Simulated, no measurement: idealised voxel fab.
process module | voxel self aligned vias
cross-section cut | 300 nm wide | cells 5 nm
A cross-section is a grid of square cells, given in bands from the top down. A band is one or more rows of cells.
Each band's line starts with the height of the band's top and of its bottom, in nm. Then come its materials from left to right, each with its width in nm. One material with "throughout" fills the band from edge to edge. "air" is empty space.
Height 0 is the level under which the wafer as received is all one material. The lowest band goes on downwards, as in "0 down".
A width such as "30 to 40" changes by the same amount from each row of cells to the next, from the band's top row to its bottom row.
"no change" after a step means that no cell of the cross-section changed.
closed voids: empty space of 8 cells or more with no open way to the top, each as width x height at its distance from the left edge, in nm
after a step's settings: what the simulator itself notes on the step
overlay nm, on a step with a mask: how far to the right of its planned place the mask lay; to the left if negative
plan
1 op RECEIVE | material Si
2 op CONFORMAL_DEP | material SiO2 | thk nm 10
3 op CONFORMAL_DEP | material SiCN | thk nm 5
4 op DIRECTIONAL_DEP | material SiO2 | thk nm 25
5 op DIRECTIONAL_DEP | material aC | thk nm 15
6 op PATTERN | tone open | mask id LINES | material resist | width nm 30 | pitch nm 60 | thk nm 30 | overlay nm 0
7 op DIRECTIONAL_ETCH | etch materials aC | depth nm 15
8 op STRIP | etch materials resist
9 op DIRECTIONAL_ETCH | etch materials SiO2 | depth nm 25
10 op STRIP | etch materials aC
11 op CONFORMAL_DEP | material TiN | thk nm 5
12 op FILL_DEP | material W | thk nm 5
13 op CMP | height nm 40
14 op SELECTIVE_ETCH | etch materials W Ru TiN | depth nm 10
15 op FILL_DEP | material SiN | thk nm 10
16 op CMP | height nm 40
17 op DIRECTIONAL_DEP | material SiO2 | thk nm 20
18 op MASKED_ETCH | tone open | mask id VIAS | width nm 40 | pitch nm 120 | etch materials SiO2 | depth nm 20 | overlay nm 0
19 op MASKED_ETCH | tone open | mask id VIAS | width nm 40 | pitch nm 120 | etch materials SiN | depth nm 10 | overlay nm -15
20 op CONFORMAL_DEP | material TiN | thk nm 5
21 op FILL_DEP | material W | thk nm 5
22 op CMP | height nm 60
23 op CONFORMAL_DEP | material SiN | thk nm 5
varied across the wafers: overlay nm of step 19. The plan shows the first wafer's value. All wafers start alike
first wafer as received, after step 1
  0 down: Si throughout
  closed voids: none
first wafer at the end, after step 23
  65 to 60: SiN throughout
  60 to 45: SiO2 70 | TiN 5 | W 30 | TiN 5 | SiO2 80 | TiN 5 | W 30 | TiN 5 | SiO2 70
  45 to 40: SiO2 70 | TiN 10 | W 10 | TiN 20 | SiO2 80 | TiN 10 | W 10 | TiN 20 | SiO2 70
  40 to 35: SiO2 75 | TiN 5 | W 10 | TiN 5 | SiN 10 | SiO2 30 | SiN 30 | SiO2 30 | TiN 5 | W 10 | TiN 5 | SiN 10 | SiO2 75
  35 to 30: SiO2 75 | TiN 20 | SiN 10 | SiO2 30 | SiN 30 | SiO2 30 | TiN 20 | SiN 10 | SiO2 75
  30 to 20: SiO2 75 | TiN 5 | W 20 | TiN 5 | SiO2 30 | TiN 5 | W 20 | TiN 5 | SiO2 30 | TiN 5 | W 20 | TiN 5 | SiO2 75
  20 to 15: SiO2 75 | TiN 30 | SiO2 30 | TiN 30 | SiO2 30 | TiN 30 | SiO2 75
  15 to 10: SiCN throughout
  10 to 0: SiO2 throughout
  0 down: Si throughout
  closed voids: none
last wafer at the end
  65 to 60: SiN throughout
  60 to 45: SiO2 70 | TiN 5 | W 30 | TiN 5 | SiO2 80 | TiN 5 | W 30 | TiN 5 | SiO2 70
  45 to 40: SiO2 70 | TiN 20 | W 10 | TiN 10 | SiO2 80 | TiN 20 | W 10 | TiN 10 | SiO2 70
  40 to 35: SiO2 75 | SiN 10 | TiN 5 | W 10 | TiN 5 | SiO2 30 | SiN 30 | SiO2 30 | SiN 10 | TiN 5 | W 10 | TiN 5 | SiO2 75
  35 to 30: SiO2 75 | SiN 10 | TiN 20 | SiO2 30 | SiN 30 | SiO2 30 | SiN 10 | TiN 20 | SiO2 75
  30 to 20: SiO2 75 | TiN 5 | W 20 | TiN 5 | SiO2 30 | TiN 5 | W 20 | TiN 5 | SiO2 30 | TiN 5 | W 20 | TiN 5 | SiO2 75
  20 to 15: SiO2 75 | TiN 30 | SiO2 30 | TiN 30 | SiO2 30 | TiN 30 | SiO2 75
  15 to 10: SiCN throughout
  10 to 0: SiO2 throughout
  0 down: Si throughout
  closed voids: none
each wafer at the end: cells of each material gained (+) or lost (-) since it was received, then its closed voids
overlay nm -15 | +60 SiCN | +80 SiN | +506 SiO2 | +66 TiN | +68 W | closed voids: none
overlay nm -10 | +60 SiCN | +76 SiN | +506 SiO2 | +66 TiN | +72 W | closed voids: none
overlay nm -5 | +60 SiCN | +72 SiN | +506 SiO2 | +66 TiN | +76 W | closed voids: none
overlay nm 0 | +60 SiCN | +72 SiN | +506 SiO2 | +66 TiN | +76 W | closed voids: none
overlay nm 5 | +60 SiCN | +72 SiN | +506 SiO2 | +66 TiN | +76 W | closed voids: none
overlay nm 10 | +60 SiCN | +76 SiN | +506 SiO2 | +66 TiN | +72 W | closed voids: none
overlay nm 15 | +60 SiCN | +80 SiN | +506 SiO2 | +66 TiN | +68 W | closed voids: none
